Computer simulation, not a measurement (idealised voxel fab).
Documented hereafter: the process module known as voxel self aligned contacts.
Square cells of 5 nm make up the cross-section cut, whose width is 235 nm.
A cross-section in this document is a grid of square cells, and it is written down as bands, the top band listed before the ones below it; a band is made up of one or more rows of cells.
A band entry consists of two parts. The first gives the height of the band's top and the height of its bottom, in nm. The rest lists the band's materials from left to right, each with its width in nm. A single material labelled with the word "edge to edge" fills the band from edge to edge, and the word "empty" marks empty space.
We count height from 0. Below that, the starting wafer is all one material. The lowest band never ends at the bottom but goes on down; see "from 0 down" for how that is written.
It should be noted that a width expressed as "30..40" varies in equal increments from row to row of cells within the band, taking the value of the first number at the top row and that of the second number at the bottom row.
You'll sometimes find "same as before" written for a step, and that's the way of saying that nowhere in the cross-section did a cell change during that step.
Closed empty spaces (no open way to the top) of 8 cells or more are what "Fully enclosed voids" lists, each as width x height at distance from the left edge, nm for all three.
Past the settings on a step's line: simulator remark, on that step.
"overlay nm" on a masked step: distance the mask lay right of its planned place, negative for left.
LIST OF PLANNED PROCESS STEPS
| 1 | RECEIVE (material Si) |
| 2 | OXIDIZE (depth nm 5) |
| 3 | DIRECTIONAL_DEP (material polySi; thk nm 20) |
| 4 | DIRECTIONAL_DEP (material SiN; thk nm 15) |
| 5 | DIRECTIONAL_DEP (material aC; thk nm 15) |
| 6 | PATTERN (tone cover; mask id GATE; material resist; width nm 35; pitch nm 60; thk nm 30; overlay nm 0) |
| 7 | DIRECTIONAL_ETCH (etch materials aC; depth nm 15) |
| 8 | STRIP (etch materials resist) |
| 9 | DIRECTIONAL_ETCH (etch materials SiN; depth nm 15) |
| 10 | DIRECTIONAL_ETCH (etch materials polySi; depth nm 20) |
| 11 | STRIP (etch materials aC) |
| 12 | CONFORMAL_DEP (material SiN; thk nm 5) |
| 13 | DIRECTIONAL_ETCH (etch materials SiN; depth nm 5) |
| 14 | FILL_DEP (material SiO2; thk nm 10) |
| 15 | CMP (height nm 40) |
| 16 | DIRECTIONAL_DEP (material aC; thk nm 10) |
| 17 | PATTERN (tone open; mask id CONTACT; material resist; width nm 35; thk nm 30; overlay nm 0) |
| 18 | DIRECTIONAL_ETCH (etch materials aC; depth nm 10) |
| 19 | STRIP (etch materials resist) |
| 20 | DIRECTIONAL_ETCH (etch materials SiO2; depth nm 45) |
| 21 | STRIP (etch materials aC) |
| 22 | CONFORMAL_DEP (material TiN; thk nm 5) |
| 23 | FILL_DEP (material Ru; thk nm 10) |
| 24 | CMP (height nm 40) |
| 25 | CONFORMAL_DEP (material SiN; thk nm 5) |
FIRST OF TWO WAFERS, PROCESSED ACCORDING TO PLAN
THIS IS THE CROSS-SECTION OF THE WAFER AS WE RECEIVED IT, I.E. AFTER STEP 1
> from 0 down = Si edge to edge
> Fully enclosed voids: none
WAFER XSEC, POST STEP 2
> from 0 to -5 = SiO2 edge to edge
> Heights below -5 show no change.
WAFER XSEC, POST STEP 3
> from 20 to 0 = polySi edge to edge
> Heights below 0 show no change.
WAFER XSEC, POST STEP 4
> from 35 to 20 = SiN edge to edge
> Heights below 20 show no change.
WAFER XSEC, POST STEP 5
> from 50 to 35 = aC edge to edge
> Heights below 35 show no change.
WAFER XSEC, POST STEP 6
> from 80 to 50 = empty (70), resist (35), empty (25), resist (35), empty (70)
> Heights below 50 show no change.
WAFER XSEC, POST STEP 7
> from 65 to 50 = empty (70), resist (35), empty (25), resist (35), empty (70)
> from 50 to 35 = empty (70), aC (35), empty (25), aC (35), empty (70)
> Heights below 35 show no change.
WAFER XSEC, POST STEP 8
> from 50 to 35 = empty (70), aC (35), empty (25), aC (35), empty (70)
> Heights below 35 show no change.
WAFER XSEC, POST STEP 9
> from 50 to 35 = empty (70), aC (35), empty (25), aC (35), empty (70)
> from 35 to 20 = empty (70), SiN (35), empty (25), SiN (35), empty (70)
> Heights below 20 show no change.
WAFER XSEC, POST STEP 10
> from 50 to 35 = empty (70), aC (35), empty (25), aC (35), empty (70)
> from 35 to 20 = empty (70), SiN (35), empty (25), SiN (35), empty (70)
> from 20 to 0 = empty (70), polySi (35), empty (25), polySi (35), empty (70)
> Heights below 0 show no change.
WAFER XSEC, POST STEP 11
> from 35 to 20 = empty (70), SiN (35), empty (25), SiN (35), empty (70)
> Heights below 20 show no change.
WAFER XSEC, POST STEP 12
> from 40 to 20 = empty (65), SiN (45), empty (15), SiN (45), empty (65)
> from 20 to 5 = empty (65), SiN (5), polySi (35), SiN (5), empty (15), SiN (5), polySi (35), SiN (5), empty (65)
> from 5 to 0 = SiN (70), polySi (35), SiN (25), polySi (35), SiN (70)
> Heights below 0 show no change.
WAFER XSEC, POST STEP 13
> from 35 to 20 = empty (65), SiN (45), empty (15), SiN (45), empty (65)
> from 20 to 0 = empty (65), SiN (5), polySi (35), SiN (5), empty (15), SiN (5), polySi (35), SiN (5), empty (65)
> Heights below 0 show no change.
WAFER XSEC, POST STEP 14
> from 45 to 35 = SiO2 edge to edge
> from 35 to 20 = SiO2 (65), SiN (45), SiO2 (15), SiN (45), SiO2 (65)
> from 20 to 0 = SiO2 (65), SiN (5), polySi (35), SiN (5), SiO2 (15), SiN (5), polySi (35), SiN (5), SiO2 (65)
> Heights below 0 show no change.
WAFER XSEC, POST STEP 15
> from 40 to 35 = SiO2 edge to edge
> Heights below 35 show no change.
WAFER XSEC, POST STEP 16
> from 50 to 40 = aC edge to edge
> Heights below 40 show no change.
WAFER XSEC, POST STEP 17
> from 80 to 50 = resist (100), empty (35), resist (100)
> Heights below 50 show no change.
WAFER XSEC, POST STEP 18
> from 70 to 50 = resist (100), empty (35), resist (100)
> from 50 to 40 = aC (100), empty (35), aC (100)
> Heights below 40 show no change.
WAFER XSEC, POST STEP 19
> from 50 to 40 = aC (100), empty (35), aC (100)
> Heights below 40 show no change.
WAFER XSEC, POST STEP 20
> from 50 to 40 = aC (100), empty (35), aC (100)
> from 40 to 35 = SiO2 (100), empty (35), SiO2 (100)
> from 35 to 20 = SiO2 (65), SiN (45), empty (15), SiN (45), SiO2 (65)
> from 20 to 0 = SiO2 (65), SiN (5), polySi (35), SiN (5), empty (15), SiN (5), polySi (35), SiN (5), SiO2 (65)
> from 0 to -5 = SiO2 (110), empty (15), SiO2 (110)
> Heights below -5 show no change.
WAFER XSEC, POST STEP 21
> from 40 to 35 = SiO2 (100), empty (35), SiO2 (100)
> Heights below 35 show no change.
WAFER XSEC, POST STEP 22
> from 45 to 40 = TiN (105), empty (25), TiN (105)
> from 40 to 35 = SiO2 (100), TiN (15), empty (5), TiN (15), SiO2 (100)
> from 35 to 20 = SiO2 (65), SiN (45), TiN (5), empty (5), TiN (5), SiN (45), SiO2 (65)
> from 20 to 0 = SiO2 (65), SiN (5), polySi (35), SiN (5), TiN (5), empty (5), TiN (5), SiN (5), polySi (35), SiN (5), SiO2 (65)
> from 0 to -5 = SiO2 (110), TiN (15), SiO2 (110)
> Heights below -5 show no change.
WAFER XSEC, POST STEP 23
> from 55 to 45 = Ru edge to edge
> from 45 to 40 = TiN (105), Ru (25), TiN (105)
> from 40 to 35 = SiO2 (100), TiN (15), Ru (5), TiN (15), SiO2 (100)
> from 35 to 20 = SiO2 (65), SiN (45), TiN (5), Ru (5), TiN (5), SiN (45), SiO2 (65)
> from 20 to 0 = SiO2 (65), SiN (5), polySi (35), SiN (5), TiN (5), Ru (5), TiN (5), SiN (5), polySi (35), SiN (5), SiO2 (65)
> Heights below 0 show no change.
WAFER XSEC, POST STEP 24
> from 40 to 35 = SiO2 (100), TiN (15), Ru (5), TiN (15), SiO2 (100)
> Heights below 35 show no change.
WAFER XSEC, POST STEP 25
> from 45 to 40 = SiN edge to edge
> Heights below 40 show no change.
SECOND WAFER: LIKE START, LIKE PLAN, ONE MISTAKE. THROUGH STEP 2 IT MATCHES THE FIRST WAFER
THE SECOND WAFER CUT THROUGH, AT THE TIME STEP 3 WAS SUPPOSED TO BE FINISHED
> from 15 to 0 = SiN edge to edge
> Heights below 0 show no change.
THE SECOND WAFER CUT THROUGH, AT THE TIME STEP 4 WAS SUPPOSED TO BE FINISHED
> from 35 to 15 = polySi edge to edge
> Heights below 15 show no change.
THE SECOND WAFER CUT THROUGH, AT THE TIME STEP 5 WAS SUPPOSED TO BE FINISHED
> from 50 to 35 = aC edge to edge
> Heights below 35 show no change.
THE SECOND WAFER CUT THROUGH, AT THE TIME STEP 6 WAS SUPPOSED TO BE FINISHED
> from 80 to 50 = empty (70), resist (35), empty (25), resist (35), empty (70)
> Heights below 50 show no change.
THE SECOND WAFER CUT THROUGH, AT THE TIME STEP 7 WAS SUPPOSED TO BE FINISHED
> from 65 to 50 = empty (70), resist (35), empty (25), resist (35), empty (70)
> from 50 to 35 = empty (70), aC (35), empty (25), aC (35), empty (70)
> Heights below 35 show no change.
THE SECOND WAFER CUT THROUGH, AT THE TIME STEP 8 WAS SUPPOSED TO BE FINISHED
> from 50 to 35 = empty (70), aC (35), empty (25), aC (35), empty (70)
> Heights below 35 show no change.
The second wafer cut through, at the time step 9 was supposed to be finished: same as before
THE SECOND WAFER CUT THROUGH, AT THE TIME STEP 10 WAS SUPPOSED TO BE FINISHED
> from 50 to 35 = empty (70), aC (35), empty (25), aC (35), empty (70)
> from 35 to 15 = empty (70), polySi (35), empty (25), polySi (35), empty (70)
> Heights below 15 show no change.
THE SECOND WAFER CUT THROUGH, AT THE TIME STEP 11 WAS SUPPOSED TO BE FINISHED
> from 35 to 15 = empty (70), polySi (35), empty (25), polySi (35), empty (70)
> Heights below 15 show no change.
THE SECOND WAFER CUT THROUGH, AT THE TIME STEP 12 WAS SUPPOSED TO BE FINISHED
> from 40 to 35 = empty (65), SiN (45), empty (15), SiN (45), empty (65)
> from 35 to 20 = empty (65), SiN (5), polySi (35), SiN (5), empty (15), SiN (5), polySi (35), SiN (5), empty (65)
> from 20 to 15 = SiN (70), polySi (35), SiN (25), polySi (35), SiN (70)
> Heights below 15 show no change.
THE SECOND WAFER CUT THROUGH, AT THE TIME STEP 13 WAS SUPPOSED TO BE FINISHED
> from 35 to 15 = empty (65), SiN (5), polySi (35), SiN (5), empty (15), SiN (5), polySi (35), SiN (5), empty (65)
> Heights below 15 show no change.
THE SECOND WAFER CUT THROUGH, AT THE TIME STEP 14 WAS SUPPOSED TO BE FINISHED
> from 45 to 35 = SiO2 edge to edge
> from 35 to 15 = SiO2 (65), SiN (5), polySi (35), SiN (5), SiO2 (15), SiN (5), polySi (35), SiN (5), SiO2 (65)
> Heights below 15 show no change.
THE SECOND WAFER CUT THROUGH, AT THE TIME STEP 15 WAS SUPPOSED TO BE FINISHED
> from 40 to 35 = SiO2 edge to edge
> Heights below 35 show no change.
THE SECOND WAFER CUT THROUGH, AT THE TIME STEP 16 WAS SUPPOSED TO BE FINISHED
> from 50 to 40 = aC edge to edge
> Heights below 40 show no change.
THE SECOND WAFER CUT THROUGH, AT THE TIME STEP 17 WAS SUPPOSED TO BE FINISHED
> from 80 to 50 = resist (100), empty (35), resist (100)
> Heights below 50 show no change.
THE SECOND WAFER CUT THROUGH, AT THE TIME STEP 18 WAS SUPPOSED TO BE FINISHED
> from 70 to 50 = resist (100), empty (35), resist (100)
> from 50 to 40 = aC (100), empty (35), aC (100)
> Heights below 40 show no change.
THE SECOND WAFER CUT THROUGH, AT THE TIME STEP 19 WAS SUPPOSED TO BE FINISHED
> from 50 to 40 = aC (100), empty (35), aC (100)
> Heights below 40 show no change.
THE SECOND WAFER CUT THROUGH, AT THE TIME STEP 20 WAS SUPPOSED TO BE FINISHED
> from 50 to 40 = aC (100), empty (35), aC (100)
> from 40 to 35 = SiO2 (100), empty (35), SiO2 (100)
> from 35 to 15 = SiO2 (65), SiN (5), polySi (35), SiN (5), empty (15), SiN (5), polySi (35), SiN (5), SiO2 (65)
> Heights below 15 show no change.
THE SECOND WAFER CUT THROUGH, AT THE TIME STEP 21 WAS SUPPOSED TO BE FINISHED
> from 40 to 35 = SiO2 (100), empty (35), SiO2 (100)
> Heights below 35 show no change.
THE SECOND WAFER CUT THROUGH, AT THE TIME STEP 22 WAS SUPPOSED TO BE FINISHED
> from 45 to 40 = TiN (105), empty (25), TiN (105)
> from 40 to 35 = SiO2 (100), TiN (15), empty (5), TiN (15), SiO2 (100)
> from 35 to 20 = SiO2 (65), SiN (5), polySi (35), SiN (5), TiN (5), empty (5), TiN (5), SiN (5), polySi (35), SiN (5), SiO2 (65)
> from 20 to 15 = SiO2 (65), SiN (5), polySi (35), SiN (5), TiN (15), SiN (5), polySi (35), SiN (5), SiO2 (65)
> Heights below 15 show no change.
THE SECOND WAFER CUT THROUGH, AT THE TIME STEP 23 WAS SUPPOSED TO BE FINISHED
> from 55 to 45 = Ru edge to edge
> from 45 to 40 = TiN (105), Ru (25), TiN (105)
> from 40 to 35 = SiO2 (100), TiN (15), Ru (5), TiN (15), SiO2 (100)
> from 35 to 20 = SiO2 (65), SiN (5), polySi (35), SiN (5), TiN (5), Ru (5), TiN (5), SiN (5), polySi (35), SiN (5), SiO2 (65)
> Heights below 20 show no change.
THE SECOND WAFER CUT THROUGH, AT THE TIME STEP 24 WAS SUPPOSED TO BE FINISHED
> from 40 to 35 = SiO2 (100), TiN (15), Ru (5), TiN (15), SiO2 (100)
> Heights below 35 show no change.
THE SECOND WAFER CUT THROUGH, AT THE TIME STEP 25 WAS SUPPOSED TO BE FINISHED
> from 45 to 40 = SiN edge to edge
> Heights below 40 show no change.
What went wrong in running the wafer? mixed up steps 3 and 4 - ran each in the other's place
Final tally in cells, some materials are higher or lower on the second wafer than on the first: Ru -4, SiN +87, SiO2 -75, TiN -8
